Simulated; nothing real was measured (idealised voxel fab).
Title: Process Module voxel gate over fins
FYI the section here is cut, 145 nm wide, cells are 5 nm squares.
Cross-section spec: square-cell grid; bands listed top down; each band is one or more rows.
Band entry format. Leading values: height of top, height of bottom, nm. Remainder: materials in left-to-right order, each with its width in nm. Special words: "all across" on a single material, which then fills the band edge to edge; "air", empty space.
Note: height 0 marks the level under which the wafer is uniformly one material as received. Lowest band unbounded below, written "from 0 down".
When a width is written as two numbers, as in "30..40", the first number is the width in the top row of cells of the band and the second is the width in its bottom row, and the width changes by the same amount from each row to the next.
You'll sometimes find "stayed the same" written for a step, and that's the way of saying that nowhere in the cross-section did a cell change during that step.
The entry titled "Closed cavities" provides the empty spaces that have no open way to the top, restricted to those of 8 cells or more. Each is presented as width x height at distance, the distance being measured from the left edge, with all three in nm.
Post-settings text on a step line: simulator's own remark regarding the step.
Among the settings permitted on a step's line is "overlay nm"; applied to a step with a mask, it specifies the extent to which the mask lay to the right of its planned position, whereas a negative figure signifies a position to the left.
## These are the steps we planned for the process
1. RECEIVE,material Si
2. CONFORMAL_DEP,material SiN,thk nm 10
3. PATTERN,tone cover,mask id FINS,material resist,width nm 15,pitch nm 35,thk nm 15,overlay nm -15
4. DIRECTIONAL_ETCH,etch materials SiN,depth nm 10
5. DIRECTIONAL_ETCH,etch materials Si,depth nm 40
6. STRIP,etch materials resist
7. FILL_DEP,material SiO2,thk nm 5
8. CMP,height nm 10
9. SELECTIVE_ETCH,etch materials SiO2,depth nm 25
10. STRIP,etch materials SiN
11. CONFORMAL_DEP,material HfO2,thk nm 5
12. CONFORMAL_DEP,material TiN,thk nm 5
13. CONFORMAL_DEP,material TiAl,thk nm 5
14. CONFORMAL_DEP,material TiN,thk nm 5
15. FILL_DEP,material W,thk nm 10
16. CMP,height nm 25
17. CONFORMAL_DEP,material SiCN,thk nm 5
For clarity, it should be stated that the wafers under discussion commence in an identical condition and differ with respect to the overlay nm of step 3, the plan indicating the value that the first wafer had.
## Incoming state of the first of several wafers in cross-section: after step 1
    from 0 down | Si all across
    Closed cavities: none
## Last step of the module is step 17; after it, the first of several wafers in cross-section
    from 30 to 25 | SiCN all across
    from 25 to 20 | W all across
    from 20 to 15 | W: 10 / TiN: 90 / W: 45
    from 15 to 10 | W: 10 / TiN: 5 / TiAl: 80 / TiN: 5 / W: 45
    from 10 to 5 | W: 10 / TiN: 5 / TiAl: 5 / TiN: 70 / TiAl: 5 / TiN: 5 / W: 45
    from 5 to 0 | TiN: 15 / TiAl: 5 / TiN: 5 / HfO2: 25 / TiN: 10 / HfO2: 25 / TiN: 5 / TiAl: 5 / TiN: 50
    from 0 to -5 | TiAl: 20 / TiN: 5 / HfO2: 5 / Si: 15 / HfO2: 5 / TiN: 10 / HfO2: 5 / Si: 15 / HfO2: 5 / TiN: 5 / TiAl: 55
    from -5 to -10 | TiN: 25 / HfO2: 5 / Si: 15 / HfO2: 5 / TiN: 10 / HfO2: 5 / Si: 15 / HfO2: 5 / TiN: 60
    from -10 to -15 | HfO2: 30 / Si: 15 / HfO2: 20 / Si: 15 / HfO2: 65
    from -15 to -40 | SiO2: 30 / Si: 15 / SiO2: 20 / Si: 15 / SiO2: 65
    from -40 down | Si all across
    Closed cavities: none
## Sectional view of the last wafer upon completion of the module
    from 30 to 25 | SiCN all across
    from 25 to 20 | W all across
    from 20 to 15 | W: 40 / TiN: 90 / W: 15
    from 15 to 10 | W: 40 / TiN: 5 / TiAl: 80 / TiN: 5 / W: 15
    from 10 to 5 | W: 40 / TiN: 5 / TiAl: 5 / TiN: 70 / TiAl: 5 / TiN: 5 / W: 15
    from 5 to 0 | TiN: 45 / TiAl: 5 / TiN: 5 / HfO2: 25 / TiN: 10 / HfO2: 25 / TiN: 5 / TiAl: 5 / TiN: 20
    from 0 to -5 | TiAl: 50 / TiN: 5 / HfO2: 5 / Si: 15 / HfO2: 5 / TiN: 10 / HfO2: 5 / Si: 15 / HfO2: 5 / TiN: 5 / TiAl: 25
    from -5 to -10 | TiN: 55 / HfO2: 5 / Si: 15 / HfO2: 5 / TiN: 10 / HfO2: 5 / Si: 15 / HfO2: 5 / TiN: 30
    from -10 to -15 | HfO2: 60 / Si: 15 / HfO2: 20 / Si: 15 / HfO2: 35
    from -15 to -40 | SiO2: 60 / Si: 15 / SiO2: 20 / Si: 15 / SiO2: 35
    from -40 down | Si all across
    Closed cavities: none
## The rows of the table below are wafers. Looking at the end of the module, a row counts, for every material, the cells the wafer has gained, shown as (+), or lost, shown as (-), since it was received; its closed voids come next
overlay nm -15 | +41 HfO2 | -184 Si | +29 SiCN | +115 SiO2 | +35 TiAl | +76 TiN | +62 W | Closed cavities: none
overlay nm -10 | +41 HfO2 | -184 Si | +29 SiCN | +115 SiO2 | +35 TiAl | +76 TiN | +62 W | Closed cavities: none
overlay nm -5 | +41 HfO2 | -184 Si | +29 SiCN | +115 SiO2 | +35 TiAl | +76 TiN | +62 W | Closed cavities: none
overlay nm 0 | +41 HfO2 | -184 Si | +29 SiCN | +115 SiO2 | +35 TiAl | +76 TiN | +62 W | Closed cavities: none
overlay nm 5 | +41 HfO2 | -184 Si | +29 SiCN | +115 SiO2 | +35 TiAl | +76 TiN | +62 W | Closed cavities: none
overlay nm 10 | +41 HfO2 | -184 Si | +29 SiCN | +115 SiO2 | +35 TiAl | +76 TiN | +62 W | Closed cavities: none
overlay nm 15 | +41 HfO2 | -184 Si | +29 SiCN | +115 SiO2 | +35 TiAl | +76 TiN | +62 W | Closed cavities: none
